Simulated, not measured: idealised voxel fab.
The name of this process module is voxel self aligned contacts.
It is cross-section cut that appears here, measuring 165 nm in width, its square cells being 5 nm in size.
Bands, listed from the top down, are how a cross-section gets written in this document; the cross-section itself is a grid of square cells, and a band is one or more rows of them. Read a band's entry like this: the first values are the height of its top and the height of its bottom in nm, and what follows is the sequence of materials from left to right, each with its width in nm. Note that "blank" is empty space, and that a single material marked "all across" reaches across the band from edge to edge. Height 0 is the level under which the wafer as received is all one material. The lowest band goes on downwards, as in "0 down". When a width is written as two numbers, as in "30 to 40", the first number is the width in the top row of cells of the band and the second is the width in its bottom row, and the width changes by the same amount from each row to the next. What does "same as before" mean for a step? It means no cell of the cross-section changed in that step. Closed-off voids of 8+ cells (no open route to the top) go in "Voids lacking openings", written width x height at distance from the left edge, in nm. Heads up: the bit after the settings on a step's line is the simulator's remark on that step. Each step line may optionally specify "overlay nm", which for a step with a mask gives the rightward distance between the mask's planned place and where it lay, a negative value indicating the leftward direction.
PLANNED STEP LIST FOR THE PROCESS
| 1 | RECEIVE (material Si) |
| 2 | CONFORMAL_DEP (material SiO2; thk nm 5) |
| 3 | DIRECTIONAL_DEP (material polySi; thk nm 20) |
| 4 | DIRECTIONAL_DEP (material SiN; thk nm 20) |
| 5 | DIRECTIONAL_DEP (material aC; thk nm 15) |
| 6 | PATTERN (tone cover; mask id GATE; material resist; width nm 30; pitch nm 75; thk nm 35; overlay nm 0) |
| 7 | DIRECTIONAL_ETCH (etch materials aC; depth nm 15) |
| 8 | STRIP (etch materials resist) |
| 9 | DIRECTIONAL_ETCH (etch materials SiN; depth nm 20) |
| 10 | DIRECTIONAL_ETCH (etch materials polySi; depth nm 20) |
| 11 | STRIP (etch materials aC) |
| 12 | CONFORMAL_DEP (material SiN; thk nm 10) |
| 13 | DIRECTIONAL_ETCH (etch materials SiN; depth nm 10) |
| 14 | FILL_DEP (material SiO2; thk nm 15) |
| 15 | CMP (height nm 55) |
| 16 | DIRECTIONAL_DEP (material aC; thk nm 10) |
| 17 | PATTERN (tone open; mask id CONTACT; material resist; width nm 55; thk nm 30; overlay nm 0) |
| 18 | DIRECTIONAL_ETCH (etch materials aC; depth nm 10) |
| 19 | STRIP (etch materials resist) |
| 20 | DIRECTIONAL_ETCH (etch materials SiO2; depth nm 55) |
| 21 | STRIP (etch materials aC) |
| 22 | CONFORMAL_DEP (material TiN; thk nm 5) |
| 23 | FILL_DEP (material Ru; thk nm 10) |
| 24 | CMP (height nm 55) |
| 25 | CONFORMAL_DEP (material SiCN; thk nm 5) |
CROSS-SECTION: WAFER ON ARRIVAL = AFTER STEP 1
> 0 down = Si all across
> Voids lacking openings: none
FINAL CROSS-SECTION, MODULE RUN WITH ONE MISTAKE (START AND PLAN AS ABOVE)
> 60 to 55 = SiCN all across
> 55 to 45 = 55 of SiO2, 5 to 10 of TiN, 45 to 15 of Ru, 5 to 30 of TiN, 55 of SiO2
> 45 to 25 = 10 of SiO2, 50 of SiN, 5 of TiN, 15 of Ru, 5 of TiN, 50 of SiN, 30 of SiO2
> 25 to 5 = 10 of SiO2, 10 of SiN, 30 of polySi, 10 of SiN, 5 of TiN, 15 of Ru, 5 of TiN, 10 of SiN, 30 of polySi, 10 of SiN, 30 of SiO2
> 5 to 0 = 60 of SiO2, 25 of TiN, 80 of SiO2
> 0 down = Si all across
> Voids lacking openings: none
Heads up, the wafer didn't run the way we planned it: step 6 was not run as planned; what actually ran was PATTERN (tone cover; mask id GATE; material resist; width nm 30; pitch nm 75; thk nm 35; overlay nm -10)
